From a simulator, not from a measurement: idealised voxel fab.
Herein follows the process module entitled voxel fin reveal.
The width of the displayed cross-section, cut, is 220 nm; its cells are square, with a size of 5 nm.
This document writes a cross-section as a grid whose cells are square, and gives it as bands, listed from the top down; one or more rows of cells form a band. Per band: top height and bottom height in nm, followed by the left-to-right materials and their widths in nm; "throughout" marks a single material spanning edge to edge, "blank" marks empty space. Measure heights from 0. That's the level where, below it, the as-received wafer is all one material. The lowest band is bottomless and extends downward; write it as in "0 and below". The notation "30->40" denotes a width that varies across the rows of cells in the band, beginning at the first number in the top row, finishing at the second number in the bottom row, and changing by an identical amount from each row to the next. Basically "no change occurred" means that step didn't change any cell in the cross-section. Closed empty spaces (no open way to the top) of 8 cells or more are what "Closed void entries" lists, each as width x height at distance from the left edge, nm for all three. On each step's line, the part that comes after the settings is the simulator's own comment on the step. The optional step-line setting "overlay nm" applies to steps with a mask and quantifies how far to the right of its planned location the mask lay, a negative value indicating leftward placement.

### The process steps that were planned are listed below
1) RECEIVE: material Si
2) CONFORMAL_DEP: material SiN, thk nm 10
3) MASKED_ETCH: tone cover, mask id FINS, width nm 15, pitch nm 35, etch materials SiN, depth nm 10, overlay nm 0
4) MASKED_ETCH: tone cover, mask id FINS, width nm 15, pitch nm 35, etch materials Si, depth nm 40, overlay nm 0
5) OXIDIZE: depth nm 5
6) FILL_DEP: material SiO2, thk nm 15
7) CMP: height nm 0
8) SELECTIVE_ETCH: etch materials SiO2, depth nm 30
9) STRIP: etch materials SiN
Variable across wafers: step 7 height nm (plan value is that of the first wafer; starting state common to all).

### Cross-section of the first of several wafers as received (after step 1)
- 0 and below  Si throughout
- Closed void entries: none

### What follows is a table in which each wafer occupies a row; for the wafer as it stands at the close of the module, the row states, material by material, how many cells have been gained (+) or lost (-) since receipt, and then gives its closed voids
height nm 0, -369 Si, +123 SiO2, Closed void entries: none
height nm 5, -369 Si, +164 SiO2, Closed void entries: none
height nm 10, -369 Si, +205 SiO2, Closed void entries: none
height nm 15, -369 Si, +246 SiO2, Closed void entries: none
height nm 20, -369 Si, +287 SiO2, Closed void entries: none
height nm 25, -369 Si, +328 SiO2, Closed void entries: none
